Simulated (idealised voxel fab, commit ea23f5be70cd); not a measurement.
process module | voxel capacitor over wiring
cross-section cut | 165 nm wide | cells 5 nm
A cross-section is a grid of square cells, given in bands from the top down. A band is one or more rows of cells.
Each band's line starts with the height of the band's top and of its bottom, in nm. Then come its materials from left to right, each with its width in nm. One material with "throughout" fills the band from edge to edge. "air" is empty space.
Height 0 is the level under which the wafer as received is all one material. The lowest band goes on downwards, as in "0 down".
A width such as "30 to 40" changes by the same amount from each row of cells to the next, from the band's top row to its bottom row.
"no change" after a step means that no cell of the cross-section changed.
closed voids: empty space of 8 cells or more with no open way to the top, each as width x height at its distance from the left edge, in nm
after a step's settings: what the simulator itself notes on the step
overlay nm, on a step with a mask: how far to the right of its planned place the mask lay; to the left if negative
plan
1 op RECEIVE | material Si
2 op CONFORMAL_DEP | material SiO2 | thk nm 10
3 op DIRECTIONAL_DEP | material TiN | thk nm 5
4 op DIRECTIONAL_DEP | material W | thk nm 15
5 op MASKED_ETCH | tone cover | mask id METAL_1 | width nm 30 | pitch nm 95 | etch materials W | depth nm 15 | overlay nm 0
6 op MASKED_ETCH | tone cover | mask id METAL_1 | width nm 30 | pitch nm 95 | etch materials TiN | depth nm 5 | overlay nm 0
7 op FILL_DEP | material lowk | thk nm 10
8 op CMP | height nm 30
9 op CONFORMAL_DEP | material SiCN | thk nm 5
10 op DIRECTIONAL_DEP | material SiO2 | thk nm 20
11 op PATTERN | tone open | mask id PLUG_1 | material resist | width nm 15 | thk nm 15 | overlay nm 0
12 op DIRECTIONAL_ETCH | etch materials SiO2 | depth nm 20
13 op DIRECTIONAL_ETCH | etch materials SiCN | depth nm 5
14 op STRIP | etch materials resist
15 op CONFORMAL_DEP | material TiN | thk nm 5
16 op FILL_DEP | material W | thk nm 5
17 op CMP | height nm 55
18 op DIRECTIONAL_DEP | material TiN | thk nm 10
19 op DIRECTIONAL_DEP | material SiN | thk nm 5
20 op DIRECTIONAL_DEP | material TiN | thk nm 5
21 op DIRECTIONAL_DEP | material aC | thk nm 10
22 op PATTERN | tone cover | mask id UPPER_PLATE | material resist | width nm 70 | thk nm 30 | overlay nm 0
23 op DIRECTIONAL_ETCH | etch materials aC | depth nm 10
24 op STRIP | etch materials resist
25 op DIRECTIONAL_ETCH | etch materials TiN | depth nm 5
26 op DIRECTIONAL_ETCH | etch materials SiN | depth nm 5
27 op STRIP | etch materials aC
28 op PATTERN | tone cover | mask id LOWER_PLATE | material resist | width nm 80 | thk nm 15 | overlay nm 0
29 op DIRECTIONAL_ETCH | etch materials TiN | depth nm 10
30 op STRIP | etch materials resist
31 op FILL_DEP | material SiO2 | thk nm 20
32 op CMP | height nm 90
33 op MASKED_ETCH | tone open | mask id PLUG_2 | width nm 15 | etch materials SiO2 | depth nm 15 | overlay nm 0
34 op CONFORMAL_DEP | material TiN | thk nm 5
35 op FILL_DEP | material Ru | thk nm 5
36 op CMP | height nm 90
37 op CONFORMAL_DEP | material SiN | thk nm 5
as received, after step 1
  0 down: Si throughout
  closed voids: none
first wafer at the end, as planned
  95 to 90: SiN throughout
  90 to 80: SiO2 45 | TiN 5 | Ru 5 | TiN 5 | SiO2 105
  80 to 70: SiO2 45 to 35 | TiN 15 to 70 | SiO2 105 to 60
  70 to 65: SiO2 35 | SiN 70 | SiO2 60
  65 to 55: SiO2 30 | TiN 80 | SiO2 55
  55 to 35: SiO2 35 | TiN 5 | W 5 | TiN 5 | SiO2 115
  35 to 30: SiCN 35 | TiN 15 | SiCN 115
  30 to 15: lowk 20 | W 30 | lowk 65 | W 30 | lowk 20
  15 to 10: lowk 20 | TiN 30 | lowk 65 | TiN 30 | lowk 20
  10 to 0: SiO2 throughout
  0 down: Si throughout
  closed voids: none
second wafer at the end: like start, like plan, one mistake
  95 to 90: SiN throughout
  90 to 80: SiO2 45 | TiN 5 | Ru 5 | TiN 5 | SiO2 105
  80 to 75: SiO2 45 | TiN 15 | SiO2 105
  75 to 70: SiO2 throughout
  70 to 65: SiO2 35 | SiN 70 | SiO2 60
  65 to 55: TiN 30 | SiO2 5 | TiN 70 | SiO2 5 | TiN 55
  55 to 35: SiO2 35 | TiN 5 | W 5 | TiN 5 | SiO2 115
  35 to 30: SiCN 35 | TiN 15 | SiCN 115
  30 to 15: lowk 20 | W 30 | lowk 65 | W 30 | lowk 20
  15 to 10: lowk 20 | TiN 30 | lowk 65 | TiN 30 | lowk 20
  10 to 0: SiO2 throughout
  0 down: Si throughout
  closed voids: none
what went wrong: step 28 ran as: op PATTERN | tone open | mask id LOWER_PLATE | material resist | width nm 80 | thk nm 15 | overlay nm 0
at the end the second wafer has, in cells: 16 fewer of SiO2 | 16 more of TiN
